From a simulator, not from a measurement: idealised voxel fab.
process module | voxel tone inversion
cross-section cut | 185 nm wide | cells 5 nm
A cross-section is a grid of square cells, given in bands from the top down. A band is one or more rows of cells.
Each band's line starts with the height of the band's top and of its bottom, in nm. Then come its materials from left to right, each with its width in nm. One material with "throughout" fills the band from edge to edge. "air" is empty space.
Height 0 is the level under which the wafer as received is all one material. The lowest band goes on downwards, as in "0 down".
A width such as "30 to 40" changes by the same amount from each row of cells to the next, from the band's top row to its bottom row.
"no change" after a step means that no cell of the cross-section changed.
closed voids: empty space of 8 cells or more with no open way to the top, each as width x height at its distance from the left edge, in nm
after a step's settings: what the simulator itself notes on the step
overlay nm, on a step with a mask: how far to the right of its planned place the mask lay; to the left if negative
plan
1 op RECEIVE | material Si
2 op CONFORMAL_DEP | material SiCN | thk nm 10
3 op DIRECTIONAL_DEP | material aC | thk nm 15
4 op PATTERN | tone cover | mask id POSTS | material resist | width nm 20 | pitch nm 50 | thk nm 20 | overlay nm -15
5 op DIRECTIONAL_ETCH | etch materials aC | depth nm 15
6 op STRIP | etch materials resist
7 op FILL_DEP | material lowk | thk nm 10
8 op CMP | height nm 25
9 op STRIP | etch materials aC
10 op CONFORMAL_DEP | material TiN | thk nm 5
11 op FILL_DEP | material W | thk nm 5
12 op CMP | height nm 25
13 op CONFORMAL_DEP | material SiCN | thk nm 5
varied across the wafers: overlay nm of step 4. The plan shows the first wafer's value. All wafers start alike
first wafer as received, after step 1
  0 down: Si throughout
  closed voids: none
first wafer at the end, after step 13
  30 to 25: SiCN throughout
  25 to 15: lowk 40 | TiN 5 | W 10 | TiN 5 | lowk 30 | TiN 5 | W 10 | TiN 5 | lowk 75
  15 to 10: lowk 40 | TiN 20 | lowk 30 | TiN 20 | lowk 75
  10 to 0: SiCN throughout
  0 down: Si throughout
  closed voids: none
last wafer at the end
  30 to 25: SiCN throughout
  25 to 15: lowk 70 | TiN 5 | W 10 | TiN 5 | lowk 30 | TiN 5 | W 10 | TiN 5 | lowk 45
  15 to 10: lowk 70 | TiN 20 | lowk 30 | TiN 20 | lowk 45
  10 to 0: SiCN throughout
  0 down: Si throughout
  closed voids: none
each wafer at the end: cells of each material gained (+) or lost (-) since it was received, then its closed voids
overlay nm -15 | +111 SiCN | +16 TiN | +8 W | +87 lowk | closed voids: none
overlay nm -10 | +111 SiCN | +16 TiN | +8 W | +87 lowk | closed voids: none
overlay nm -5 | +111 SiCN | +16 TiN | +8 W | +87 lowk | closed voids: none
overlay nm 0 | +111 SiCN | +16 TiN | +8 W | +87 lowk | closed voids: none
overlay nm 5 | +111 SiCN | +16 TiN | +8 W | +87 lowk | closed voids: none
overlay nm 10 | +111 SiCN | +16 TiN | +8 W | +87 lowk | closed voids: none
overlay nm 15 | +111 SiCN | +16 TiN | +8 W | +87 lowk | closed voids: none
